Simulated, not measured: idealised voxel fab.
process module | voxel ribs on slabs
cross-section cut | 265 nm wide | cells 5 nm
A cross-section is a grid of square cells, given in bands from the top down. A band is one or more rows of cells.
Each band's line starts with the height of the band's top and of its bottom, in nm. Then come its materials from left to right, each with its width in nm. One material with "throughout" fills the band from edge to edge. "air" is empty space.
Height 0 is the level under which the wafer as received is all one material. The lowest band goes on downwards, as in "0 down".
A width such as "30 to 40" changes by the same amount from each row of cells to the next, from the band's top row to its bottom row.
"no change" after a step means that no cell of the cross-section changed.
closed voids: empty space of 8 cells or more with no open way to the top, each as width x height at its distance from the left edge, in nm
after a step's settings: what the simulator itself notes on the step
overlay nm, on a step with a mask: how far to the right of its planned place the mask lay; to the left if negative
plan
1 op RECEIVE | material Si
2 op DIRECTIONAL_DEP | material SiO2 | thk nm 20
3 op DIRECTIONAL_DEP | material polySi | thk nm 15
4 op PATTERN | tone cover | mask id RIB | material resist | width nm 30 | thk nm 15 | overlay nm 0
5 op DIRECTIONAL_ETCH | etch materials polySi | depth nm 5
6 op STRIP | etch materials resist
7 op PATTERN | tone cover | mask id SLAB | material resist | width nm 80 | thk nm 20 | overlay nm 0
8 op DIRECTIONAL_ETCH | etch materials polySi | depth nm 10
9 op STRIP | etch materials resist
10 op FILL_DEP | material SiO2 | thk nm 20
11 op CMP | height nm 50
12 op DIRECTIONAL_DEP | material TiN | thk nm 5
13 op DIRECTIONAL_DEP | material aC | thk nm 10
14 op PATTERN | tone cover | mask id HEATER | material resist | width nm 40 | thk nm 25 | overlay nm 0
15 op DIRECTIONAL_ETCH | etch materials aC | depth nm 10
16 op STRIP | etch materials resist
17 op DIRECTIONAL_ETCH | etch materials TiN | depth nm 5
18 op STRIP | etch materials aC
19 op CONFORMAL_DEP | material SiN | thk nm 5
as received, after step 1
  0 down: Si throughout
  closed voids: none
first wafer at the end, as planned
  60 to 55: air 105 | SiN 50 | air 110
  55 to 50: SiN 110 | TiN 40 | SiN 115
  50 to 35: SiO2 throughout
  35 to 30: SiO2 115 | polySi 30 | SiO2 120
  30 to 20: SiO2 90 | polySi 80 | SiO2 95
  20 to 0: SiO2 throughout
  0 down: Si throughout
  closed voids: none
second wafer at the end: like start, like plan, one mistake
  60 to 55: air 95 | SiN 50 | air 120
  55 to 50: SiN 100 | TiN 40 | SiN 125
  50 to 35: SiO2 throughout
  35 to 30: SiO2 115 | polySi 30 | SiO2 120
  30 to 20: SiO2 90 | polySi 80 | SiO2 95
  20 to 0: SiO2 throughout
  0 down: Si throughout
  closed voids: none
what went wrong: step 14 ran as: op PATTERN | tone cover | mask id HEATER | material resist | width nm 40 | thk nm 25 | overlay nm -10
at the end the second wafer has, in cells: as many of each material as the first, in other places
